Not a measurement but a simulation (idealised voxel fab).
This section sets out a process module, namely voxel capacitor over wiring.
Cross-section cut: width 215 nm, square cells of 5 nm.
Notation: cross-section as square-cell grid; stated in bands, top first, going down; one or more cell rows per band. Top height, bottom height, nm. Materials left to right, width each, nm. Single material + "all across" = fills band edge to edge. "blank" = empty. Note: height 0 marks the level under which the wafer is uniformly one material as received. Lowest band unbounded below, written "0 -> down". The notation "30->40" denotes a width that varies across the rows of cells in the band, beginning at the first number in the top row, finishing at the second number in the bottom row, and changing by an identical amount from each row to the next. The designation "no alteration", where it is given for a processing step, indicates that no cell of the cross-section was altered in the course of that step. Empty spaces counting at least 8 cells and having no open way to the top are listed in "Sealed-off cavities". The notation width x height at distance is used for each, the distance being from the left edge and all three values in nm. If you see something after the settings on a step's line, that's the simulator's own remark about that step. A step line may carry the setting "overlay nm", which, for steps involving a mask, states the distance by which the mask lay to the right of its intended position; negative values denote displacement to the left.
-- Planned step list for the process
1 RECEIVE (material Si)
2 CONFORMAL_DEP (material SiO2; thk nm 15)
3 DIRECTIONAL_DEP (material TiN; thk nm 5)
4 DIRECTIONAL_DEP (material W; thk nm 15)
5 DIRECTIONAL_DEP (material aC; thk nm 15)
6 PATTERN (tone cover; mask id METAL_1; material resist; width nm 20; pitch nm 70; thk nm 35; overlay nm 0)
7 DIRECTIONAL_ETCH (etch materials aC; depth nm 15)
8 STRIP (etch materials resist)
9 DIRECTIONAL_ETCH (etch materials W; depth nm 15)
10 DIRECTIONAL_ETCH (etch materials TiN; depth nm 5)
11 STRIP (etch materials aC)
12 CONFORMAL_DEP (material SiN; thk nm 5)
13 FILL_DEP (material lowk; thk nm 10)
14 CMP (height nm 35)
15 CONFORMAL_DEP (material SiCN; thk nm 5)
16 DIRECTIONAL_DEP (material lowk; thk nm 20)
17 MASKED_ETCH (tone open; mask id PLUG_1; width nm 15; etch materials lowk; depth nm 20; overlay nm 0)
18 MASKED_ETCH (tone open; mask id PLUG_1; width nm 15; etch materials SiCN; depth nm 5; overlay nm 0)
19 CONFORMAL_DEP (material TiN; thk nm 5)
20 FILL_DEP (material Cu; thk nm 10)
21 CMP (height nm 60)
22 DIRECTIONAL_DEP (material TiN; thk nm 10)
23 DIRECTIONAL_DEP (material HfO2; thk nm 5)
24 DIRECTIONAL_DEP (material TiN; thk nm 10)
25 PATTERN (tone cover; mask id UPPER_PLATE; material resist; width nm 55; thk nm 15; overlay nm 0)
26 DIRECTIONAL_ETCH (etch materials TiN; depth nm 10)
27 DIRECTIONAL_ETCH (etch materials HfO2; depth nm 5)
28 STRIP (etch materials resist)
29 PATTERN (tone cover; mask id LOWER_PLATE; material resist; width nm 65; thk nm 20; overlay nm 0)
30 DIRECTIONAL_ETCH (etch materials TiN; depth nm 10)
31 STRIP (etch materials resist)
32 FILL_DEP (material SiO2; thk nm 20)
33 CMP (height nm 100)
34 MASKED_ETCH (tone open; mask id PLUG_2; width nm 15; etch materials SiO2; depth nm 15; overlay nm 0)
35 CONFORMAL_DEP (material TiN; thk nm 5)
36 FILL_DEP (material Cu; thk nm 10)
37 CMP (height nm 100)
38 CONFORMAL_DEP (material SiN; thk nm 5)
-- Wafer, first of two, run as planned
-- Cross-section of the incoming wafer, state after step 1
0 -> down | Si all across
Sealed-off cavities: none
-- Wafer after step 2 (cross-section)
15 -> 0 | SiO2 all across
Below 0, no change.
-- Wafer after step 3 (cross-section)
20 -> 15 | TiN all across
Below 15, no change.
-- Wafer after step 4 (cross-section)
35 -> 20 | W all across
Below 20, no change.
-- Wafer after step 5 (cross-section)
50 -> 35 | aC all across
Below 35, no change.
-- Wafer after step 6 (cross-section)
85 -> 50 | 60 of blank; 20 of resist; 50 of blank; 20 of resist; 65 of blank
Below 50, no change.
-- Wafer after step 7 (cross-section)
70 -> 50 | 60 of blank; 20 of resist; 50 of blank; 20 of resist; 65 of blank
50 -> 35 | 60 of blank; 20 of aC; 50 of blank; 20 of aC; 65 of blank
Below 35, no change.
-- Wafer after step 8 (cross-section)
50 -> 35 | 60 of blank; 20 of aC; 50 of blank; 20 of aC; 65 of blank
Below 35, no change.
-- Wafer after step 9 (cross-section)
50 -> 35 | 60 of blank; 20 of aC; 50 of blank; 20 of aC; 65 of blank
35 -> 20 | 60 of blank; 20 of W; 50 of blank; 20 of W; 65 of blank
Below 20, no change.
-- Wafer after step 10 (cross-section)
50 -> 35 | 60 of blank; 20 of aC; 50 of blank; 20 of aC; 65 of blank
35 -> 20 | 60 of blank; 20 of W; 50 of blank; 20 of W; 65 of blank
20 -> 15 | 60 of blank; 20 of TiN; 50 of blank; 20 of TiN; 65 of blank
Below 15, no change.
-- Wafer after step 11 (cross-section)
35 -> 20 | 60 of blank; 20 of W; 50 of blank; 20 of W; 65 of blank
Below 20, no change.
-- Wafer after step 12 (cross-section)
40 -> 35 | 55 of blank; 30 of SiN; 40 of blank; 30 of SiN; 60 of blank
35 -> 20 | 55 of blank; 5 of SiN; 20 of W; 5 of SiN; 40 of blank; 5 of SiN; 20 of W; 5 of SiN; 60 of blank
20 -> 15 | 60 of SiN; 20 of TiN; 50 of SiN; 20 of TiN; 65 of SiN
Below 15, no change.
-- Wafer after step 13 (cross-section)
50 -> 40 | lowk all across
40 -> 35 | 55 of lowk; 30 of SiN; 40 of lowk; 30 of SiN; 60 of lowk
35 -> 20 | 55 of lowk; 5 of SiN; 20 of W; 5 of SiN; 40 of lowk; 5 of SiN; 20 of W; 5 of SiN; 60 of lowk
Below 20, no change.
-- Wafer after step 14 (cross-section)
35 -> 20 | 55 of lowk; 5 of SiN; 20 of W; 5 of SiN; 40 of lowk; 5 of SiN; 20 of W; 5 of SiN; 60 of lowk
Below 20, no change.
-- Wafer after step 15 (cross-section)
40 -> 35 | SiCN all across
Below 35, no change.
-- Wafer after step 16 (cross-section)
60 -> 40 | lowk all across
Below 40, no change.
-- Wafer after step 17 (cross-section)
60 -> 40 | 65 of lowk; 15 of blank; 135 of lowk
Below 40, no change.
-- Wafer after step 18 (cross-section)
60 -> 40 | 65 of lowk; 15 of blank; 135 of lowk
40 -> 35 | 65 of SiCN; 15 of blank; 135 of SiCN
Below 35, no change.
-- Wafer after step 19 (cross-section)
65 -> 60 | 70 of TiN; 5 of blank; 140 of TiN
60 -> 40 | 65 of lowk; 5 of TiN; 5 of blank; 5 of TiN; 135 of lowk
40 -> 35 | 65 of SiCN; 15 of TiN; 135 of SiCN
Below 35, no change.
-- Wafer after step 20 (cross-section)
75 -> 65 | Cu all across
65 -> 60 | 70 of TiN; 5 of Cu; 140 of TiN
60 -> 40 | 65 of lowk; 5 of TiN; 5 of Cu; 5 of TiN; 135 of lowk
Below 40, no change.
-- Wafer after step 21 (cross-section)
60 -> 40 | 65 of lowk; 5 of TiN; 5 of Cu; 5 of TiN; 135 of lowk
Below 40, no change.
-- Wafer after step 22 (cross-section)
70 -> 60 | TiN all across
Below 60, no change.
-- Wafer after step 23 (cross-section)
75 -> 70 | HfO2 all across
Below 70, no change.
-- Wafer after step 24 (cross-section)
85 -> 75 | TiN all across
Below 75, no change.
-- Wafer after step 25 (cross-section)
100 -> 85 | 65 of blank; 55 of resist; 95 of blank
Below 85, no change.
-- Wafer after step 26 (cross-section)
100 -> 85 | 65 of blank; 55 of resist; 95 of blank
85 -> 75 | 65 of blank; 55 of TiN; 95 of blank
Below 75, no change.
-- Wafer after step 27 (cross-section)
100 -> 85 | 65 of blank; 55 of resist; 95 of blank
85 -> 75 | 65 of blank; 55 of TiN; 95 of blank
75 -> 70 | 65 of blank; 55 of HfO2; 95 of blank
Below 70, no change.
-- Wafer after step 28 (cross-section)
85 -> 75 | 65 of blank; 55 of TiN; 95 of blank
Below 75, no change.
-- Wafer after step 29 (cross-section)
105 -> 85 | 60 of blank; 65 of resist; 90 of blank
85 -> 75 | 60 of blank; 5 of resist; 55 of TiN; 5 of resist; 90 of blank
75 -> 70 | 60 of blank; 5 of resist; 55 of HfO2; 5 of resist; 90 of blank
Below 70, no change.
-- Wafer after step 30 (cross-section)
105 -> 85 | 60 of blank; 65 of resist; 90 of blank
85 -> 75 | 60 of blank; 5 of resist; 55 of TiN; 5 of resist; 90 of blank
75 -> 70 | 60 of blank; 5 of resist; 55 of HfO2; 5 of resist; 90 of blank
70 -> 60 | 60 of blank; 65 of TiN; 90 of blank
Below 60, no change.
-- Wafer after step 31 (cross-section)
85 -> 75 | 65 of blank; 55 of TiN; 95 of blank
75 -> 70 | 65 of blank; 55 of HfO2; 95 of blank
Below 70, no change.
-- Wafer after step 32 (cross-section)
105 -> 85 | SiO2 all across
85 -> 75 | 65 of SiO2; 55 of TiN; 95 of SiO2
75 -> 70 | 65 of SiO2; 55 of HfO2; 95 of SiO2
70 -> 60 | 60 of SiO2; 65 of TiN; 90 of SiO2
Below 60, no change.
-- Wafer after step 33 (cross-section)
100 -> 85 | SiO2 all across
Below 85, no change.
-- Wafer after step 34 (cross-section)
100 -> 85 | 75 of SiO2; 15 of blank; 125 of SiO2
Below 85, no change.
-- Wafer after step 35 (cross-section)
105 -> 100 | 80 of TiN; 5 of blank; 130 of TiN
100 -> 90 | 75 of SiO2; 5 of TiN; 5 of blank; 5 of TiN; 125 of SiO2
90 -> 85 | 75 of SiO2; 15 of TiN; 125 of SiO2
Below 85, no change.
-- Wafer after step 36 (cross-section)
115 -> 105 | Cu all across
105 -> 100 | 80 of TiN; 5 of Cu; 130 of TiN
100 -> 90 | 75 of SiO2; 5 of TiN; 5 of Cu; 5 of TiN; 125 of SiO2
Below 90, no change.
-- Wafer after step 37 (cross-section)
100 -> 90 | 75 of SiO2; 5 of TiN; 5 of Cu; 5 of TiN; 125 of SiO2
Below 90, no change.
-- Wafer after step 38 (cross-section)
105 -> 100 | SiN all across
Below 100, no change.
-- The second wafer began exactly as the first did and followed the same plan, but one mistake was made while running it; through step 1 inclusive, the two wafers are identical
-- Cross-section of the second wafer when, according to plan, step 2 should have finished
25 -> 0 | SiO2 all across
Below 0, no change.
-- Cross-section of the second wafer when, according to plan, step 3 should have finished
30 -> 25 | TiN all across
Below 25, no change.
-- Cross-section of the second wafer when, according to plan, step 4 should have finished
45 -> 30 | W all across
Below 30, no change.
-- Cross-section of the second wafer when, according to plan, step 5 should have finished
60 -> 45 | aC all across
Below 45, no change.
-- Cross-section of the second wafer when, according to plan, step 6 should have finished
95 -> 60 | 60 of blank; 20 of resist; 50 of blank; 20 of resist; 65 of blank
Below 60, no change.
-- Cross-section of the second wafer when, according to plan, step 7 should have finished
80 -> 60 | 60 of blank; 20 of resist; 50 of blank; 20 of resist; 65 of blank
60 -> 45 | 60 of blank; 20 of aC; 50 of blank; 20 of aC; 65 of blank
Below 45, no change.
-- Cross-section of the second wafer when, according to plan, step 8 should have finished
60 -> 45 | 60 of blank; 20 of aC; 50 of blank; 20 of aC; 65 of blank
Below 45, no change.
-- Cross-section of the second wafer when, according to plan, step 9 should have finished
60 -> 45 | 60 of blank; 20 of aC; 50 of blank; 20 of aC; 65 of blank
45 -> 30 | 60 of blank; 20 of W; 50 of blank; 20 of W; 65 of blank
Below 30, no change.
-- Cross-section of the second wafer when, according to plan, step 10 should have finished
60 -> 45 | 60 of blank; 20 of aC; 50 of blank; 20 of aC; 65 of blank
45 -> 30 | 60 of blank; 20 of W; 50 of blank; 20 of W; 65 of blank
30 -> 25 | 60 of blank; 20 of TiN; 50 of blank; 20 of TiN; 65 of blank
Below 25, no change.
-- Cross-section of the second wafer when, according to plan, step 11 should have finished
45 -> 30 | 60 of blank; 20 of W; 50 of blank; 20 of W; 65 of blank
Below 30, no change.
-- Cross-section of the second wafer when, according to plan, step 12 should have finished
50 -> 45 | 55 of blank; 30 of SiN; 40 of blank; 30 of SiN; 60 of blank
45 -> 30 | 55 of blank; 5 of SiN; 20 of W; 5 of SiN; 40 of blank; 5 of SiN; 20 of W; 5 of SiN; 60 of blank
30 -> 25 | 60 of SiN; 20 of TiN; 50 of SiN; 20 of TiN; 65 of SiN
Below 25, no change.
-- Cross-section of the second wafer when, according to plan, step 13 should have finished
60 -> 50 | lowk all across
50 -> 45 | 55 of lowk; 30 of SiN; 40 of lowk; 30 of SiN; 60 of lowk
45 -> 30 | 55 of lowk; 5 of SiN; 20 of W; 5 of SiN; 40 of lowk; 5 of SiN; 20 of W; 5 of SiN; 60 of lowk
Below 30, no change.
-- Cross-section of the second wafer when, according to plan, step 14 should have finished
35 -> 30 | 55 of lowk; 5 of SiN; 20 of W; 5 of SiN; 40 of lowk; 5 of SiN; 20 of W; 5 of SiN; 60 of lowk
Below 30, no change.
-- Cross-section of the second wafer when, according to plan, step 15 should have finished
40 -> 35 | SiCN all across
Below 35, no change.
-- Cross-section of the second wafer when, according to plan, step 16 should have finished
60 -> 40 | lowk all across
Below 40, no change.
-- Cross-section of the second wafer when, according to plan, step 17 should have finished
60 -> 40 | 65 of lowk; 15 of blank; 135 of lowk
Below 40, no change.
-- Cross-section of the second wafer when, according to plan, step 18 should have finished
60 -> 40 | 65 of lowk; 15 of blank; 135 of lowk
40 -> 35 | 65 of SiCN; 15 of blank; 135 of SiCN
Below 35, no change.
-- Cross-section of the second wafer when, according to plan, step 19 should have finished
65 -> 60 | 70 of TiN; 5 of blank; 140 of TiN
60 -> 40 | 65 of lowk; 5 of TiN; 5 of blank; 5 of TiN; 135 of lowk
40 -> 35 | 65 of SiCN; 15 of TiN; 135 of SiCN
Below 35, no change.
-- Cross-section of the second wafer when, according to plan, step 20 should have finished
75 -> 65 | Cu all across
65 -> 60 | 70 of TiN; 5 of Cu; 140 of TiN
60 -> 40 | 65 of lowk; 5 of TiN; 5 of Cu; 5 of TiN; 135 of lowk
Below 40, no change.
-- Cross-section of the second wafer when, according to plan, step 21 should have finished
60 -> 40 | 65 of lowk; 5 of TiN; 5 of Cu; 5 of TiN; 135 of lowk
Below 40, no change.
-- Cross-section of the second wafer when, according to plan, step 22 should have finished
70 -> 60 | TiN all across
Below 60, no change.
-- Cross-section of the second wafer when, according to plan, step 23 should have finished
75 -> 70 | HfO2 all across
Below 70, no change.
-- Cross-section of the second wafer when, according to plan, step 24 should have finished
85 -> 75 | TiN all across
Below 75, no change.
-- Cross-section of the second wafer when, according to plan, step 25 should have finished
100 -> 85 | 65 of blank; 55 of resist; 95 of blank
Below 85, no change.
-- Cross-section of the second wafer when, according to plan, step 26 should have finished
100 -> 85 | 65 of blank; 55 of resist; 95 of blank
85 -> 75 | 65 of blank; 55 of TiN; 95 of blank
Below 75, no change.
-- Cross-section of the second wafer when, according to plan, step 27 should have finished
100 -> 85 | 65 of blank; 55 of resist; 95 of blank
85 -> 75 | 65 of blank; 55 of TiN; 95 of blank
75 -> 70 | 65 of blank; 55 of HfO2; 95 of blank
Below 70, no change.
-- Cross-section of the second wafer when, according to plan, step 28 should have finished
85 -> 75 | 65 of blank; 55 of TiN; 95 of blank
Below 75, no change.
-- Cross-section of the second wafer when, according to plan, step 29 should have finished
105 -> 85 | 60 of blank; 65 of resist; 90 of blank
85 -> 75 | 60 of blank; 5 of resist; 55 of TiN; 5 of resist; 90 of blank
75 -> 70 | 60 of blank; 5 of resist; 55 of HfO2; 5 of resist; 90 of blank
Below 70, no change.
-- Cross-section of the second wafer when, according to plan, step 30 should have finished
105 -> 85 | 60 of blank; 65 of resist; 90 of blank
85 -> 75 | 60 of blank; 5 of resist; 55 of TiN; 5 of resist; 90 of blank
75 -> 70 | 60 of blank; 5 of resist; 55 of HfO2; 5 of resist; 90 of blank
70 -> 60 | 60 of blank; 65 of TiN; 90 of blank
Below 60, no change.
-- Cross-section of the second wafer when, according to plan, step 31 should have finished
85 -> 75 | 65 of blank; 55 of TiN; 95 of blank
75 -> 70 | 65 of blank; 55 of HfO2; 95 of blank
Below 70, no change.
-- Cross-section of the second wafer when, according to plan, step 32 should have finished
105 -> 85 | SiO2 all across
85 -> 75 | 65 of SiO2; 55 of TiN; 95 of SiO2
75 -> 70 | 65 of SiO2; 55 of HfO2; 95 of SiO2
70 -> 60 | 60 of SiO2; 65 of TiN; 90 of SiO2
Below 60, no change.
-- Cross-section of the second wafer when, according to plan, step 33 should have finished
100 -> 85 | SiO2 all across
Below 85, no change.
-- Cross-section of the second wafer when, according to plan, step 34 should have finished
100 -> 85 | 75 of SiO2; 15 of blank; 125 of SiO2
Below 85, no change.
-- Cross-section of the second wafer when, according to plan, step 35 should have finished
105 -> 100 | 80 of TiN; 5 of blank; 130 of TiN
100 -> 90 | 75 of SiO2; 5 of TiN; 5 of blank; 5 of TiN; 125 of SiO2
90 -> 85 | 75 of SiO2; 15 of TiN; 125 of SiO2
Below 85, no change.
-- Cross-section of the second wafer when, according to plan, step 36 should have finished
115 -> 105 | Cu all across
105 -> 100 | 80 of TiN; 5 of Cu; 130 of TiN
100 -> 90 | 75 of SiO2; 5 of TiN; 5 of Cu; 5 of TiN; 125 of SiO2
Below 90, no change.
-- Cross-section of the second wafer when, according to plan, step 37 should have finished
100 -> 90 | 75 of SiO2; 5 of TiN; 5 of Cu; 5 of TiN; 125 of SiO2
Below 90, no change.
-- Cross-section of the second wafer when, according to plan, step 38 should have finished
105 -> 100 | SiN all across
Below 100, no change.
Short version of what went wrong: step 2 ran differently from the plan; actual operation with settings: CONFORMAL_DEP (material SiO2; thk nm 25)
Wafer comparison, final, in cells, second relative to first, materials more or fewer: -8 SiN; +86 SiO2; -16 W; -62 lowk
